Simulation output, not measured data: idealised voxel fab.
Process module name: voxel transistor to metal
It is cross-section cut that appears here, measuring 170 nm in width, its square cells being 5 nm in size.
Notation: cross-section as square-cell grid; stated in bands, top first, going down; one or more cell rows per band. What a band's entry tells you: where the top is and where the bottom is, as heights in nm, and after that what lies inside, material by material from left to right, each with its width in nm. Empty space is written as the word "air", and a single material marked with the word "full width" occupies the band from edge to edge. We count height from 0. Below that, the starting wafer is all one material. The lowest band never ends at the bottom but goes on down; see "0 down" for how that is written. A width such as "30..40" changes by the same amount from each row of cells to the next, from the band's top row to its bottom row. Given "nothing changed" for a step, no cell of the cross-section differs between before and after that step. "Trapped void list" contains a list of empty spaces, each no smaller than 8 cells and without an open way to the top, written in the form width x height at distance with the distance from the left edge and all three in nm. Where a step's line continues beyond its settings, the continuation is a remark by the simulator itself on that step. The setting "overlay nm" may be written on the line of a step. When the step uses a mask, the value reports how far to the right of the planned place the mask lay, and a negative value reports that it lay to the left.

This section lists the process steps that were planned
1 RECEIVE with material Si
2 OXIDIZE with depth nm 5
3 CONFORMAL_DEP with material SiN, thk nm 10
4 DIRECTIONAL_DEP with material aC, thk nm 10
5 PATTERN with tone cover, mask id ACTIVE, material resist, width nm 105, thk nm 25, overlay nm 0
6 DIRECTIONAL_ETCH with etch materials aC, depth nm 10
7 STRIP with etch materials resist
8 DIRECTIONAL_ETCH with etch materials SiN, depth nm 10
9 DIRECTIONAL_ETCH with etch materials SiO2, depth nm 5
10 DIRECTIONAL_ETCH with etch materials Si, depth nm 20
11 STRIP with etch materials aC
12 FILL_DEP with material SiO2, thk nm 10
13 CMP with height nm 10
14 SELECTIVE_ETCH with etch materials SiO2, depth nm 10
15 STRIP with etch materials SiN
16 SELECTIVE_ETCH with etch materials SiO2, depth nm 5
17 OXIDIZE with depth nm 5
18 DIRECTIONAL_DEP with material polySi, thk nm 25
19 DIRECTIONAL_DEP with material SiCN, thk nm 10
20 MASKED_ETCH with tone cover, mask id GATE, width nm 15, etch materials SiCN, depth nm 20, overlay nm 0
21 MASKED_ETCH with tone cover, mask id GATE, width nm 15, etch materials polySi, depth nm 35, overlay nm 0
22 CONFORMAL_DEP with material SiN, thk nm 10
23 DIRECTIONAL_ETCH with etch materials SiN, depth nm 10
24 DIRECTIONAL_ETCH with etch materials SiO2, depth nm 5
25 DIRECTIONAL_ETCH with etch materials Si, depth nm 10
26 EPI with material pSi, thk nm 10
27 FILL_DEP with material SiO2, thk nm 5
28 CMP with height nm 30
29 DIRECTIONAL_DEP with material SiO2, thk nm 10
30 MASKED_ETCH with tone open, mask id CONTACT, width nm 30, pitch nm 55, etch materials SiO2, depth nm 50, overlay nm 0
31 CONFORMAL_DEP with material TiN, thk nm 5
32 FILL_DEP with material Ru, thk nm 5
33 CMP with height nm 40
34 DIRECTIONAL_DEP with material TiN, thk nm 5
35 DIRECTIONAL_DEP with material W, thk nm 15
36 MASKED_ETCH with tone cover, mask id METAL_1, width nm 20, pitch nm 65, etch materials W, depth nm 15, overlay nm 0
37 MASKED_ETCH with tone cover, mask id METAL_1, width nm 20, pitch nm 65, etch materials TiN, depth nm 5, overlay nm 0
38 FILL_DEP with material SiO2, thk nm 10
39 CMP with height nm 60
40 CONFORMAL_DEP with material SiCN, thk nm 5

Incoming wafer, cross-sectional view, post step 1
> 0 down: Si full width
> Trapped void list: none

The first of the two wafers as seen in cross-section once the module was finished; processing followed the plan
> 65 to 60: SiCN full width
> 60 to 45: SiO2 (40); W (20); SiO2 (45); W (20); SiO2 (45)
> 45 to 40: SiO2 (40); TiN (20); SiO2 (45); TiN (20); SiO2 (45)
> 40 to 30: SiO2 (40); TiN (5); Ru (20..15); TiN (5..10); SiO2 (25); TiN (5..10); Ru (20..15); TiN (5); SiO2 (45)
> 30 to 20: SiO2 (40); TiN (5); Ru (15); TiN (5); SiN (10); SiCN (15); SiN (10); TiN (5); Ru (15); TiN (5); SiO2 (45)
> 20 to 5: SiO2 (40); TiN (5); Ru (15); TiN (5); SiN (10); polySi (15); SiN (10); TiN (5); Ru (15); TiN (5); SiO2 (45)
> 5 to 0: SiO2 (40); TiN (5); Ru (5); TiN (15); SiN (10); polySi (15); SiN (10); TiN (15); Ru (5); TiN (5); SiO2 (45)
> 0 to -5: SiO2 (40); TiN (5); Ru (5); TiN (5); pSi (10); SiN (10); polySi (15); SiN (10); pSi (10); TiN (5); Ru (5); TiN (5); SiO2 (45)
> -5 to -10: SiO2 (40); TiN (15); pSi (10); SiO2 (35); pSi (10); TiN (15); SiO2 (45)
> -10 to -20: SiO2 (30); pSi (35); Si (35); pSi (35); SiO2 (35)
> -20 to -25: SiO2 (30); Si (105); SiO2 (35)
> -25 down: Si full width
> Trapped void list: none

Second wafer cross-section at end of module - shared start and plan with the first, one mistake in the run
> 65 to 60: SiCN full width
> 60 to 45: SiO2 (40); W (20); SiO2 (45); W (20); SiO2 (45)
> 45 to 40: SiO2 (40); TiN (20); SiO2 (45); TiN (20); SiO2 (45)
> 40 to 30: SiO2 (40); TiN (5); Ru (15); TiN (5); SiO2 (35); TiN (5); Ru (15); TiN (5); SiO2 (45)
> 30 to 20: SiO2 (40); TiN (5); Ru (15); TiN (5); SiN (10); SiCN (15); SiN (10); TiN (5); Ru (15); TiN (5); SiO2 (45)
> 20 to 10: SiO2 (40); TiN (5); Ru (15..5); TiN (5..15); SiN (10); polySi (15); SiN (10); TiN (5..15); Ru (15..5); TiN (5); SiO2 (45)
> 10 to 5: SiO2 (40); TiN (5); Ru (5); TiN (5); SiO2 (10); SiN (10); polySi (15); SiN (10); SiO2 (10); TiN (5); Ru (5); TiN (5); SiO2 (45)
> 5 to 0: SiO2 (40); TiN (15); SiO2 (10); SiN (10); polySi (15); SiN (10); SiO2 (10); TiN (15); SiO2 (45)
> 0 to -5: SiO2 (55); pSi (10); SiN (10); polySi (15); SiN (10); pSi (10); SiO2 (60)
> -5 to -10: SiO2 (55); pSi (10); SiO2 (35); pSi (10); SiO2 (60)
> -10 to -20: SiO2 (30); pSi (35); Si (35); pSi (35); SiO2 (35)
> -20 to -25: SiO2 (30); Si (105); SiO2 (35)
> -25 down: Si full width
> Trapped void list: none
Where did the run depart from the plan? ran 29 and 30 in swapped order versus the plan
Materials where the second wafer ends with more or fewer cells than the first: Ru -14; SiO2 +24; TiN -10
